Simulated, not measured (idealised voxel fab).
This is a process module. Its name is voxel tone inversion.
Cross-section cut spans 260 nm and uses square cells 5 nm in size.
Cross-section layout: square cells on a grid; listed as bands, top to bottom; a band spans one or more cell rows.
Within each band entry, the heights of the top and of the bottom of the band appear first, in that order and in nm; the materials of the band then follow from left to right, each with its corresponding width in nm. The designation "everywhere" on a single material indicates that it fills the band from edge to edge; the designation "empty" indicates empty space.
Below 0: as-received wafer, all one material; heights counted from there. Lowest band: no bottom, goes on down, written "0 nm and below".
Think of "30..40" as a width that walks from the first number to the second as you go down the band, top row to bottom row, taking equal-sized steps from row to row.
When a step is marked "nothing altered", none of the cells in the cross-section changed during that step.
"Enclosed voids" contains a list of empty spaces, each no smaller than 8 cells and without an open way to the top, written in the form width x height at distance with the distance from the left edge and all three in nm.
Text after the settings on a step's line: the simulator's own remark on that step.
overlay nm: for a step with a mask, the amount by which the mask lay right of where it was planned; a negative amount means left of it.

## Process steps foreseen in the plan
1,RECEIVE | material Si
2,CONFORMAL_DEP | material SiCN | thk nm 5
3,DIRECTIONAL_DEP | material aC | thk nm 25
4,PATTERN | tone cover | mask id POSTS | material resist | width nm 15 | pitch nm 45 | thk nm 30 | overlay nm 0
5,DIRECTIONAL_ETCH | etch materials aC | depth nm 25
6,STRIP | etch materials resist
7,FILL_DEP | material SiO2 | thk nm 10
8,CMP | height nm 30
9,STRIP | etch materials aC
10,CONFORMAL_DEP | material TiN | thk nm 5
11,FILL_DEP | material Ru | thk nm 10
12,CMP | height nm 30
13,CONFORMAL_DEP | material SiCN | thk nm 5
The wafers are alike at the start. At step 4, their width nm differs. The plan lists the first wafer's value.

## Received wafers, first of several: cross-section after step 1
0 nm and below  Si everywhere
Enclosed voids: none

## Below is a per-wafer table. In it, each row describes the wafer at the end of the module by giving, for each material, the number of cells gained (+) or lost (-) since the wafer was received, and after that the closed voids of the wafer
width nm 15, +12 Ru, +104 SiCN, +215 SiO2, +33 TiN, Enclosed voids: none
width nm 20, +24 Ru, +104 SiCN, +200 SiO2, +36 TiN, Enclosed voids: none
width nm 25, +36 Ru, +104 SiCN, +185 SiO2, +39 TiN, Enclosed voids: none
width nm 30, +48 Ru, +104 SiCN, +170 SiO2, +42 TiN, Enclosed voids: none
